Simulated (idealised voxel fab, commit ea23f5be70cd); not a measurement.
process module | voxel released beams
cross-section cut | 140 nm wide | cells 5 nm
A cross-section is a grid of square cells, given in bands from the top down. A band is one or more rows of cells.
Each band's line starts with the height of the band's top and of its bottom, in nm. Then come its materials from left to right, each with its width in nm. One material with "throughout" fills the band from edge to edge. "air" is empty space.
Height 0 is the level under which the wafer as received is all one material. The lowest band goes on downwards, as in "0 down".
A width such as "30 to 40" changes by the same amount from each row of cells to the next, from the band's top row to its bottom row.
"no change" after a step means that no cell of the cross-section changed.
closed voids: empty space of 8 cells or more with no open way to the top, each as width x height at its distance from the left edge, in nm
after a step's settings: what the simulator itself notes on the step
overlay nm, on a step with a mask: how far to the right of its planned place the mask lay; to the left if negative
plan
1 op RECEIVE | material Si
2 op CONFORMAL_DEP | material SiN | thk nm 5
3 op DIRECTIONAL_DEP | material SiO2 | thk nm 10
4 op DIRECTIONAL_DEP | material aC | thk nm 15
5 op PATTERN | tone open | mask id ANCHOR | material resist | width nm 25 | thk nm 30 | overlay nm 0
6 op DIRECTIONAL_ETCH | etch materials aC | depth nm 15
7 op STRIP | etch materials resist
8 op DIRECTIONAL_ETCH | etch materials SiO2 | depth nm 10
9 op STRIP | etch materials aC
10 op CONFORMAL_DEP | material W | thk nm 10
11 op MASKED_ETCH | tone cover | mask id BEAM | width nm 70 | etch materials W | depth nm 10 | overlay nm 0
12 op STRIP | etch materials SiO2
first wafer, as planned
as received, after step 1
  0 down: Si throughout
  closed voids: none
after step 2
  5 to 0: SiN throughout
  below 0: unchanged
after step 3
  15 to 5: SiO2 throughout
  below 5: unchanged
after step 4
  30 to 15: aC throughout
  below 15: unchanged
after step 5
  60 to 30: resist 35 | air 25 | resist 80
  below 30: unchanged
after step 6
  45 to 30: resist 35 | air 25 | resist 80
  30 to 15: aC 35 | air 25 | aC 80
  below 15: unchanged
after step 7
  30 to 15: aC 35 | air 25 | aC 80
  below 15: unchanged
after step 8
  30 to 15: aC 35 | air 25 | aC 80
  15 to 5: SiO2 35 | air 25 | SiO2 80
  below 5: unchanged
after step 9
  15 to 5: SiO2 35 | air 25 | SiO2 80
  below 5: unchanged
after step 10
  25 to 15: W 45 | air 5 | W 90
  15 to 5: SiO2 35 | W 25 | SiO2 80
  below 5: unchanged
after step 11
  25 to 15: air 30 | W 15 | air 5 | W 50 | air 40
  below 15: unchanged
after step 12
  25 to 15: air 30 | W 15 | air 5 | W 50 | air 40
  15 to 5: air 35 | W 25 | air 80
  below 5: unchanged
second wafer: like start, like plan, one mistake. Through step 6 it matches the first wafer
when step 7 should have ended
  30 to 15: aC 35 | air 25 | aC 80
  below 15: unchanged
when step 8 should have ended
  30 to 15: aC 35 | air 25 | aC 80
  15 to 5: SiO2 35 | air 25 | SiO2 80
  below 5: unchanged
when step 9 should have ended
  15 to 5: SiO2 35 | air 25 | SiO2 80
  below 5: unchanged
when step 10 should have ended
  25 to 15: W 45 | air 5 | W 90
  15 to 5: SiO2 35 | W 25 | SiO2 80
  below 5: unchanged
when step 11 should have ended
  25 to 15: air 30 | W 15 | air 5 | W 50 | air 40
  below 15: unchanged
when step 12 should have ended
  25 to 15: air 30 | W 15 | air 5 | W 50 | air 40
  15 to 5: air 35 | W 25 | air 80
  below 5: unchanged
what went wrong: step 7 was run twice
at the end the two cross-sections are the same: no effect in what this model computes
